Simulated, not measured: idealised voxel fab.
Name of the process module below: voxel transistor to metal
The cross-section on display is named cut; it measures 270 nm wide, and its cells are 5 nm squares.
Reading order for cross-sections: top band down to bottom band. Underlying form: a grid of square cells. Band size: one or more rows of cells. Quick guide to a band line: top height, bottom height (nm) up front; then every material left to right with its width in nm. Only one material and it's marked "edge to edge"? Then it fills the band edge to edge. And "empty" just means empty space. Heights are expressed relative to 0, this being the level below which the as-received wafer comprises one material exclusively. The lowest band is unbounded in the downward direction and is denoted as in "0..down". Graded width ("30->40"): value in top row of band = first number; value in bottom row = second number; row-to-row change constant. No cell of the cross-section changed in a step that is given as "nothing was modified". In "Voids, enclosed" the enclosed voids are listed, meaning empty spaces of 8 cells or larger without any opening to the top. The form is width x height at distance, distance from the left edge, units nm. On each step's line, the part that comes after the settings is the simulator's own comment on the step. If you see "overlay nm" on a step's line and that step has a mask, it's telling you how far right of where it was planned the mask ended up; a negative number means it went left instead.
BELOW IS THE LIST OF PLANNED PROCESS STEPS
1. RECEIVE,material Si
2. OXIDIZE,depth nm 5
3. CONFORMAL_DEP,material SiN,thk nm 15
4. MASKED_ETCH,tone cover,mask id ACTIVE,width nm 105,pitch nm 135,etch materials SiN,depth nm 15,overlay nm 0
5. MASKED_ETCH,tone cover,mask id ACTIVE,width nm 105,pitch nm 135,etch materials SiO2,depth nm 5,overlay nm 0
6. MASKED_ETCH,tone cover,mask id ACTIVE,width nm 105,pitch nm 135,etch materials Si,depth nm 35,overlay nm 0
7. OXIDIZE,depth nm 5
8. FILL_DEP,material SiO2,thk nm 15
9. CMP,height nm 15
10. SELECTIVE_ETCH,etch materials SiO2,depth nm 15
11. STRIP,etch materials SiN
12. SELECTIVE_ETCH,etch materials SiO2,depth nm 5
13. OXIDIZE,depth nm 5
14. DIRECTIONAL_DEP,material polySi,thk nm 25
15. DIRECTIONAL_DEP,material SiCN,thk nm 15
16. MASKED_ETCH,tone cover,mask id GATE,width nm 25,pitch nm 135,etch materials SiCN,depth nm 25,overlay nm 0
17. MASKED_ETCH,tone cover,mask id GATE,width nm 25,pitch nm 135,etch materials polySi,depth nm 35,overlay nm 0
18. CONFORMAL_DEP,material SiO2,thk nm 5
19. DIRECTIONAL_ETCH,etch materials SiO2,depth nm 5
20. CONFORMAL_DEP,material SiN,thk nm 10
21. DIRECTIONAL_ETCH,etch materials SiN,depth nm 10
22. DIRECTIONAL_ETCH,etch materials SiO2,depth nm 5
23. DIRECTIONAL_ETCH,etch materials Si,depth nm 5
24. EPI,material pSi,thk nm 10
25. FILL_DEP,material SiO2,thk nm 10
26. CMP,height nm 20
27. STRIP,etch materials polySi
28. SELECTIVE_ETCH,etch materials SiO2,depth nm 5
29. CONFORMAL_DEP,material HfO2,thk nm 5
30. CONFORMAL_DEP,material TiN,thk nm 5
31. FILL_DEP,material W,thk nm 10
32. CMP,height nm 15
33. DIRECTIONAL_DEP,material SiO2,thk nm 10
34. DIRECTIONAL_DEP,material aC,thk nm 10
35. PATTERN,tone open,mask id CONTACT,material resist,width nm 20,thk nm 30,overlay nm 0
36. DIRECTIONAL_ETCH,etch materials aC,depth nm 10
37. STRIP,etch materials resist
38. DIRECTIONAL_ETCH,etch materials SiO2,depth nm 30
39. STRIP,etch materials aC
40. CONFORMAL_DEP,material TiN,thk nm 5
41. FILL_DEP,material W,thk nm 10
42. CMP,height nm 25
43. CONFORMAL_DEP,material SiN,thk nm 5
44. DIRECTIONAL_DEP,material lowk,thk nm 25
45. DIRECTIONAL_DEP,material aC,thk nm 15
46. PATTERN,tone open,mask id METAL_1,material resist,width nm 20,thk nm 30,overlay nm 0
47. DIRECTIONAL_ETCH,etch materials aC,depth nm 15
48. STRIP,etch materials resist
49. DIRECTIONAL_ETCH,etch materials lowk,depth nm 25
50. DIRECTIONAL_ETCH,etch materials SiN,depth nm 5
51. STRIP,etch materials aC
52. CONFORMAL_DEP,material TiN,thk nm 5
53. FILL_DEP,material Cu,thk nm 5
54. CMP,height nm 55
55. EPI,material Ru,thk nm 5
56. FILL_DEP,material SiCN,thk nm 5
AS-RECEIVED STATE OF THE WAFER IN CROSS-SECTION, EQUIVALENT TO POST-STEP 1
> 0..down = Si edge to edge
> Voids, enclosed: none
FIGURE: CROSS-SECTIONAL VIEW OF THE WAFER UPON COMPLETION OF THE MODULE, PROCESSED FROM THE INITIAL STATE AND ACCORDING TO THE PLAN DEPICTED ABOVE, WITH ONE ERROR INTRODUCED DURING EXECUTION
> 65..60 = SiCN edge to edge
> 60..55 = Ru edge to edge
> 55..50 = 25 nm TiN  10 nm Cu  65 nm TiN  10 nm Cu  50 nm TiN  10 nm Cu  65 nm TiN  10 nm Cu  25 nm TiN
> 50..30 = 20 nm lowk  5 nm TiN  10 nm Cu  5 nm TiN  55 nm lowk  5 nm TiN  10 nm Cu  5 nm TiN  40 nm lowk  5 nm TiN  10 nm Cu  5 nm TiN  55 nm lowk  5 nm TiN  10 nm Cu  5 nm TiN  20 nm lowk
> 30..25 = 20 nm SiN  20 nm TiN  55 nm SiN  20 nm TiN  40 nm SiN  20 nm TiN  55 nm SiN  20 nm TiN  20 nm SiN
> 25..15 = 20 nm SiO2  5 nm TiN  10 nm W  5 nm TiN  55 nm SiO2  5 nm TiN  10 nm W  5 nm TiN  40 nm SiO2  5 nm TiN  10 nm W  5 nm TiN  55 nm SiO2  5 nm TiN  10 nm W  5 nm TiN  20 nm SiO2
> 15..5 = 20 nm SiO2  5 nm TiN  10 nm W  5 nm TiN  10 nm SiN  5 nm HfO2  5 nm TiN  15 nm W  5 nm TiN  5 nm HfO2  10 nm SiN  5 nm TiN  10 nm W  5 nm TiN  40 nm SiO2  5 nm TiN  10 nm W  5 nm TiN  10 nm SiN  5 nm HfO2  5 nm TiN  15 nm W  5 nm TiN  5 nm HfO2  10 nm SiN  5 nm TiN  10 nm W  5 nm TiN  20 nm SiO2
> 5..0 = 20 nm SiO2  20 nm TiN  10 nm SiN  5 nm HfO2  5 nm TiN  15 nm W  5 nm TiN  5 nm HfO2  10 nm SiN  20 nm TiN  40 nm SiO2  20 nm TiN  10 nm SiN  5 nm HfO2  5 nm TiN  15 nm W  5 nm TiN  5 nm HfO2  10 nm SiN  20 nm TiN  20 nm SiO2
> 0..-5 = 20 nm SiO2  10 nm TiN  10 nm pSi  10 nm SiN  5 nm HfO2  25 nm TiN  5 nm HfO2  10 nm SiN  10 nm pSi  10 nm TiN  40 nm SiO2  10 nm TiN  10 nm pSi  10 nm SiN  5 nm HfO2  25 nm TiN  5 nm HfO2  10 nm SiN  10 nm pSi  10 nm TiN  20 nm SiO2
> -5..-10 = 15 nm SiO2  25 nm pSi  10 nm SiO2  35 nm HfO2  10 nm SiO2  25 nm pSi  30 nm SiO2  25 nm pSi  10 nm SiO2  35 nm HfO2  10 nm SiO2  25 nm pSi  15 nm SiO2
> -10..-15 = 20 nm SiO2  20 nm pSi  55 nm Si  20 nm pSi  40 nm SiO2  20 nm pSi  55 nm Si  20 nm pSi  20 nm SiO2
> -15..-45 = 20 nm SiO2  95 nm Si  40 nm SiO2  95 nm Si  20 nm SiO2
> -45..down = Si edge to edge
> Voids, enclosed: none
What broke from the plan during processing? for step 44, the planned setting was not used; the step was instead run as DIRECTIONAL_DEP,material lowk,thk nm 20
